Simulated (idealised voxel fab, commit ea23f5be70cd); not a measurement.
Process module heading - voxel self aligned vias
Pictured: cross-section cut, 270 nm wide, on a grid of 5 nm square cells.
Notation: cross-section as square-cell grid; stated in bands, top first, going down; one or more cell rows per band.
Band: top and bottom heights (nm) first, top before bottom; then materials from left to right, widths in nm. "edge to edge" marks a sole material filling the band edge to edge. "blank" denotes empty space.
It should be noted that heights are counted from 0, beneath which the wafer as supplied is of one material throughout, and that the lowest band possesses no lower boundary but continues downward, as written in "0 -> down".
It should be noted that a width expressed as "30 to 40" varies in equal increments from row to row of cells within the band, taking the value of the first number at the top row and that of the second number at the bottom row.
You'll sometimes find "nothing altered" written for a step, and that's the way of saying that nowhere in the cross-section did a cell change during that step.
"Sealed void listing" means: voids of 8 cells or more that are shut off from the top with no open way through. Written width x height at distance, distance from the left edge, in nm.
It should be noted that, on the line of a given step, the content following the step's settings is a remark produced by the simulator itself with respect to that step.
overlay nm: how far to the right of its planned place the mask lay on this masked step (negative: to the left).
Here's what the planned process steps look like:
1. op RECEIVE | material Si
2. op CONFORMAL_DEP | material SiO2 | thk nm 15
3. op CONFORMAL_DEP | material SiCN | thk nm 5
4. op DIRECTIONAL_DEP | material lowk | thk nm 30
5. op DIRECTIONAL_DEP | material aC | thk nm 10
6. op PATTERN | tone open | mask id LINES | material resist | width nm 20 | pitch nm 50 | thk nm 30 | overlay nm -15
7. op DIRECTIONAL_ETCH | etch materials aC | depth nm 10
8. op STRIP | etch materials resist
9. op DIRECTIONAL_ETCH | etch materials lowk | depth nm 30
10. op STRIP | etch materials aC
11. op CONFORMAL_DEP | material TiN | thk nm 5
12. op FILL_DEP | material Ru | thk nm 10
13. op CMP | height nm 50
14. op SELECTIVE_ETCH | etch materials W Ru TiN | depth nm 10
15. op FILL_DEP | material SiN | thk nm 5
16. op CMP | height nm 50
17. op DIRECTIONAL_DEP | material lowk | thk nm 20
18. op DIRECTIONAL_DEP | material aC | thk nm 15
19. op PATTERN | tone open | mask id VIAS | material resist | width nm 30 | pitch nm 50 | thk nm 35 | overlay nm 0
20. op DIRECTIONAL_ETCH | etch materials aC | depth nm 15
21. op STRIP | etch materials resist
22. op DIRECTIONAL_ETCH | etch materials lowk | depth nm 20
23. op DIRECTIONAL_ETCH | etch materials SiN | depth nm 10
24. op STRIP | etch materials aC
25. op CONFORMAL_DEP | material TiN | thk nm 5
26. op FILL_DEP | material W | thk nm 10
27. op CMP | height nm 70
28. op CONFORMAL_DEP | material SiN | thk nm 5
The plan's step 6 overlay nm is the first wafer's value; the wafers differ in this setting and start identical.
Cross-sectional view of the first of several wafers in the as-received condition, corresponding to the state following step 1:
0 -> down  Si edge to edge
Sealed void listing: none
What follows is a table in which each wafer occupies a row; for the wafer as it stands at the close of the module, the row states, material by material, how many cells have been gained (+) or lost (-) since receipt, and then gives its closed voids:
overlay nm -15 | +12 Ru | +54 SiCN | +62 SiN | +162 SiO2 | +52 TiN | +24 W | +444 lowk | Sealed void listing: none
overlay nm -10 | +12 Ru | +54 SiCN | +58 SiN | +162 SiO2 | +52 TiN | +28 W | +444 lowk | Sealed void listing: none
overlay nm -5 | +12 Ru | +54 SiCN | +54 SiN | +162 SiO2 | +52 TiN | +32 W | +444 lowk | Sealed void listing: none
overlay nm 0 | +12 Ru | +54 SiCN | +54 SiN | +162 SiO2 | +52 TiN | +32 W | +444 lowk | Sealed void listing: none
overlay nm 5 | +12 Ru | +54 SiCN | +54 SiN | +162 SiO2 | +52 TiN | +32 W | +444 lowk | Sealed void listing: none
overlay nm 10 | +12 Ru | +54 SiCN | +58 SiN | +162 SiO2 | +52 TiN | +28 W | +444 lowk | Sealed void listing: none
overlay nm 15 | +12 Ru | +54 SiCN | +62 SiN | +162 SiO2 | +52 TiN | +24 W | +444 lowk | Sealed void listing: none
